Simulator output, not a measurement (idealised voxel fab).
process module | voxel local oxidation
cross-section cut | 240 nm wide | cells 5 nm
A cross-section is a grid of square cells, given in bands from the top down. A band is one or more rows of cells.
Each band's line starts with the height of the band's top and of its bottom, in nm. Then come its materials from left to right, each with its width in nm. One material with "throughout" fills the band from edge to edge. "air" is empty space.
Height 0 is the level under which the wafer as received is all one material. The lowest band goes on downwards, as in "0 down".
A width such as "30 to 40" changes by the same amount from each row of cells to the next, from the band's top row to its bottom row.
"no change" after a step means that no cell of the cross-section changed.
closed voids: empty space of 8 cells or more with no open way to the top, each as width x height at its distance from the left edge, in nm
after a step's settings: what the simulator itself notes on the step
overlay nm, on a step with a mask: how far to the right of its planned place the mask lay; to the left if negative
plan
1 op RECEIVE | material Si
2 op CONFORMAL_DEP | material SiO2 | thk nm 5
3 op CONFORMAL_DEP | material SiN | thk nm 10
4 op DIRECTIONAL_DEP | material aC | thk nm 15
5 op PATTERN | tone cover | mask id ACTIVE | material resist | width nm 90 | thk nm 35 | overlay nm 0
6 op DIRECTIONAL_ETCH | etch materials aC | depth nm 15
7 op STRIP | etch materials resist
8 op DIRECTIONAL_ETCH | etch materials SiN | depth nm 10
9 op STRIP | etch materials aC
10 op SELECTIVE_ETCH | etch materials SiO2 | depth nm 5
11 op OXIDIZE | depth nm 15
12 op STRIP | etch materials SiN
first wafer, as planned
as received, after step 1
  0 down: Si throughout
  closed voids: none
after step 2
  5 to 0: SiO2 throughout
  below 0: unchanged
after step 3
  15 to 5: SiN throughout
  below 5: unchanged
after step 4
  30 to 15: aC throughout
  below 15: unchanged
after step 5
  65 to 30: air 75 | resist 90 | air 75
  below 30: unchanged
after step 6
  50 to 30: air 75 | resist 90 | air 75
  30 to 15: air 75 | aC 90 | air 75
  below 15: unchanged
after step 7
  30 to 15: air 75 | aC 90 | air 75
  below 15: unchanged
after step 8
  30 to 15: air 75 | aC 90 | air 75
  15 to 5: air 75 | SiN 90 | air 75
  below 5: unchanged
after step 9
  15 to 5: air 75 | SiN 90 | air 75
  below 5: unchanged
after step 10
  15 to 5: air 75 | SiN 90 | air 75
  5 to 0: air 80 | SiO2 80 | air 80
  below 0: unchanged
after step 11
  15 to 5: air 75 | SiN 90 | air 75
  5 to 0: air 80 | SiO2 80 | air 80
  0 to -15: SiO2 95 | Si 50 | SiO2 95
  below -15: unchanged
after step 12
  5 to 0: air 80 | SiO2 80 | air 80
  below 0: unchanged
second wafer: like start, like plan, one mistake. Through step 7 it matches the first wafer
when step 8 should have ended
  30 to 15: air 75 | aC 90 | air 75
  15 to 5: air 75 | SiN 90 | air 75
  below 5: unchanged
when step 9 should have ended
  15 to 5: air 75 | SiN 90 | air 75
  below 5: unchanged
when step 10 should have ended
  15 to 5: air 75 | SiN 90 | air 75
  5 to 0: air 80 | SiO2 80 | air 80
  below 0: unchanged
when step 11 should have ended
  15 to 5: air 75 | SiN 90 | air 75
  5 to 0: air 80 | SiO2 80 | air 80
  0 to -15: SiO2 95 | Si 50 | SiO2 95
  below -15: unchanged
when step 12 should have ended
  5 to 0: air 80 | SiO2 80 | air 80
  below 0: unchanged
what went wrong: step 8 was run twice
at the end the two cross-sections are the same: no effect in what this model computes
